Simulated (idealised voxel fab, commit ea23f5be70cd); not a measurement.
This section sets out a process module, namely voxel released beams.
Cross-section cut spans 220 nm and uses square cells 5 nm in size.
How to read a cross-section here: the picture is a grid of square cells, written as bands going from the top down, and any band can span one or more rows of cells. Per band: top height and bottom height in nm, followed by the left-to-right materials and their widths in nm; "edge to edge" marks a single material spanning edge to edge, "air" marks empty space. It should be noted that heights are counted from 0, beneath which the wafer as supplied is of one material throughout, and that the lowest band possesses no lower boundary but continues downward, as written in "top 0, no bottom". Top row gets the first number, bottom row gets the second, and each row in between changes by the same step: that is how a band width like "30->40" works. Step note "all unchanged" = no cross-section cell changed. Empty spaces counting at least 8 cells and having no open way to the top are listed in "Sealed cavities". The notation width x height at distance is used for each, the distance being from the left edge and all three values in nm. Read whatever lies past the settings on a step's line as the simulator's own remark about the step. When a step includes a mask, the "overlay nm" setting on its line states how far to the right of its planned place that mask lay, and negative values state how far to the left.
Process steps (planned)
1,RECEIVE [material Si]
2,CONFORMAL_DEP [material SiN] [thk nm 10]
3,DIRECTIONAL_DEP [material SiO2] [thk nm 15]
4,MASKED_ETCH [tone open] [mask id ANCHOR] [width nm 45] [etch materials SiO2] [depth nm 15] [overlay nm 0]
5,CONFORMAL_DEP [material TiN] [thk nm 15]
6,PATTERN [tone cover] [mask id BEAM] [material resist] [width nm 130] [thk nm 20] [overlay nm 0]
7,DIRECTIONAL_ETCH [etch materials TiN] [depth nm 15]
8,STRIP [etch materials resist]
9,STRIP [etch materials SiO2]
Cross-section of the wafer at receipt, which is the condition after step 1
    top 0, no bottom | Si edge to edge
    Sealed cavities: none
Module complete, cross-section. Starting point and plan per above. One mistake made in running the module
    top 55, bottom 40 | air=40, then TiN=130, then air=50
    top 40, bottom 25 | TiN edge to edge
    top 25, bottom 10 | SiO2=45, then TiN=45, then SiO2=130
    top 10, bottom 0 | SiN edge to edge
    top 0, no bottom | Si edge to edge
    Sealed cavities: none
What was the processing mistake? step 5 of the plan was carried out twice
